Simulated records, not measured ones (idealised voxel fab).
process module | voxel air gaps
cross-section cut | 240 nm wide | cells 5 nm
A cross-section is a grid of square cells, given in bands from the top down. A band is one or more rows of cells.
Each band's line starts with the height of the band's top and of its bottom, in nm. Then come its materials from left to right, each with its width in nm. One material with "throughout" fills the band from edge to edge. "air" is empty space.
Height 0 is the level under which the wafer as received is all one material. The lowest band goes on downwards, as in "0 down".
A width such as "30 to 40" changes by the same amount from each row of cells to the next, from the band's top row to its bottom row.
"no change" after a step means that no cell of the cross-section changed.
closed voids: empty space of 8 cells or more with no open way to the top, each as width x height at its distance from the left edge, in nm
after a step's settings: what the simulator itself notes on the step
overlay nm, on a step with a mask: how far to the right of its planned place the mask lay; to the left if negative
plan
1 op RECEIVE | material Si
2 op CONFORMAL_DEP | material SiO2 | thk nm 15
3 op CONFORMAL_DEP | material SiCN | thk nm 5
4 op DIRECTIONAL_DEP | material SiO2 | thk nm 40
5 op DIRECTIONAL_DEP | material aC | thk nm 10
6 op PATTERN | tone open | mask id LINES | material resist | width nm 25 | pitch nm 50 | thk nm 30 | overlay nm 0
7 op DIRECTIONAL_ETCH | etch materials aC | depth nm 10
8 op STRIP | etch materials resist
9 op DIRECTIONAL_ETCH | etch materials SiO2 | depth nm 40
10 op STRIP | etch materials aC
11 op CONFORMAL_DEP | material TiN | thk nm 5
12 op FILL_DEP | material Ru | thk nm 5
13 op CMP | height nm 60
14 op EPI | material Ru | thk nm 10
15 op SELECTIVE_ETCH | etch materials SiO2 | depth nm 50
16 op CONFORMAL_DEP | material SiCN | thk nm 5
as received, after step 1
  0 down: Si throughout
  closed voids: none
first wafer at the end, as planned
  75 to 70: air 40 | SiCN 155 | air 45
  70 to 60: air 40 | SiCN 5 | Ru 45 | SiCN 5 | Ru 45 | SiCN 5 | Ru 45 | SiCN 5 | air 45
  60 to 55: air 40 | SiCN 15 | TiN 5 | Ru 15 | TiN 5 | SiCN 25 | TiN 5 | Ru 15 | TiN 5 | SiCN 25 | TiN 5 | Ru 15 | TiN 5 | SiCN 15 | air 45
  55 to 25: air 50 | SiCN 5 | TiN 5 | Ru 15 | TiN 5 | SiCN 5 | air 15 | SiCN 5 | TiN 5 | Ru 15 | TiN 5 | SiCN 5 | air 15 | SiCN 5 | TiN 5 | Ru 15 | TiN 5 | SiCN 5 | air 55
  25 to 20: SiCN 55 | TiN 25 | SiCN 25 | TiN 25 | SiCN 25 | TiN 25 | SiCN 60
  20 to 15: SiCN throughout
  15 to 0: SiO2 throughout
  0 down: Si throughout
  closed voids: 15 x 30 at 85; 15 x 30 at 135
second wafer at the end: like start, like plan, one mistake
  75 to 70: SiCN throughout
  70 to 60: Ru throughout
  60 to 55: TiN 60 | Ru 15 | TiN 35 | Ru 15 | TiN 35 | Ru 15 | TiN 65
  55 to 20: SiO2 55 | TiN 5 | Ru 15 | TiN 5 | SiO2 25 | TiN 5 | Ru 15 | TiN 5 | SiO2 25 | TiN 5 | Ru 15 | TiN 5 | SiO2 60
  20 to 15: SiO2 55 | TiN 25 | SiO2 25 | TiN 25 | SiO2 25 | TiN 25 | SiO2 60
  15 to 0: SiO2 throughout
  0 down: Si throughout
  closed voids: none
what went wrong: step 3 was left out
at the end the second wafer has, in cells: 51 more of Ru | 124 fewer of SiCN | 264 more of SiO2 | 39 more of TiN
closed voids at the end (first wafer, second wafer): 2, 0
